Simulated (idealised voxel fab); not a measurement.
process module | voxel ribs on slabs
cross-section cut | 155 nm wide | cells 5 nm
A cross-section is a grid of square cells, given in bands from the top down. A band is one or more rows of cells.
Each band's line starts with the height of the band's top and of its bottom, in nm. Then come its materials from left to right, each with its width in nm. One material with "throughout" fills the band from edge to edge. "air" is empty space.
Height 0 is the level under which the wafer as received is all one material. The lowest band goes on downwards, as in "0 down".
A width such as "30 to 40" changes by the same amount from each row of cells to the next, from the band's top row to its bottom row.
"no change" after a step means that no cell of the cross-section changed.
closed voids: empty space of 8 cells or more with no open way to the top, each as width x height at its distance from the left edge, in nm
after a step's settings: what the simulator itself notes on the step
overlay nm, on a step with a mask: how far to the right of its planned place the mask lay; to the left if negative
plan
1 op RECEIVE | material Si
2 op DIRECTIONAL_DEP | material SiO2 | thk nm 20
3 op DIRECTIONAL_DEP | material SiN | thk nm 15
4 op DIRECTIONAL_DEP | material aC | thk nm 10
5 op PATTERN | tone cover | mask id RIB | material resist | width nm 30 | thk nm 30 | overlay nm 0
6 op DIRECTIONAL_ETCH | etch materials aC | depth nm 10
7 op STRIP | etch materials resist
8 op DIRECTIONAL_ETCH | etch materials SiN | depth nm 10
9 op STRIP | etch materials aC
10 op DIRECTIONAL_DEP | material aC | thk nm 15
11 op PATTERN | tone cover | mask id SLAB | material resist | width nm 90 | thk nm 35 | overlay nm 0
12 op DIRECTIONAL_ETCH | etch materials aC | depth nm 15
13 op STRIP | etch materials resist
14 op DIRECTIONAL_ETCH | etch materials SiN | depth nm 5
15 op STRIP | etch materials aC
16 op FILL_DEP | material SiO2 | thk nm 25
17 op CMP | height nm 50
18 op DIRECTIONAL_DEP | material W | thk nm 10
19 op DIRECTIONAL_DEP | material aC | thk nm 15
20 op PATTERN | tone cover | mask id HEATER | material resist | width nm 40 | thk nm 35 | overlay nm 0
21 op DIRECTIONAL_ETCH | etch materials aC | depth nm 15
22 op STRIP | etch materials resist
23 op DIRECTIONAL_ETCH | etch materials W | depth nm 10
24 op STRIP | etch materials aC
25 op CONFORMAL_DEP | material SiN | thk nm 5
varied across the wafers: thk nm of step 25. The plan shows the first wafer's value. All wafers start alike
first wafer as received, after step 1
  0 down: Si throughout
  closed voids: none
each wafer at the end: cells of each material gained (+) or lost (-) since it was received, then its closed voids
thk nm 5 | +65 SiN | +280 SiO2 | +16 W | closed voids: none
thk nm 10 | +100 SiN | +280 SiO2 | +16 W | closed voids: none
thk nm 15 | +135 SiN | +280 SiO2 | +16 W | closed voids: none
thk nm 20 | +170 SiN | +280 SiO2 | +16 W | closed voids: none
thk nm 25 | +205 SiN | +280 SiO2 | +16 W | closed voids: none
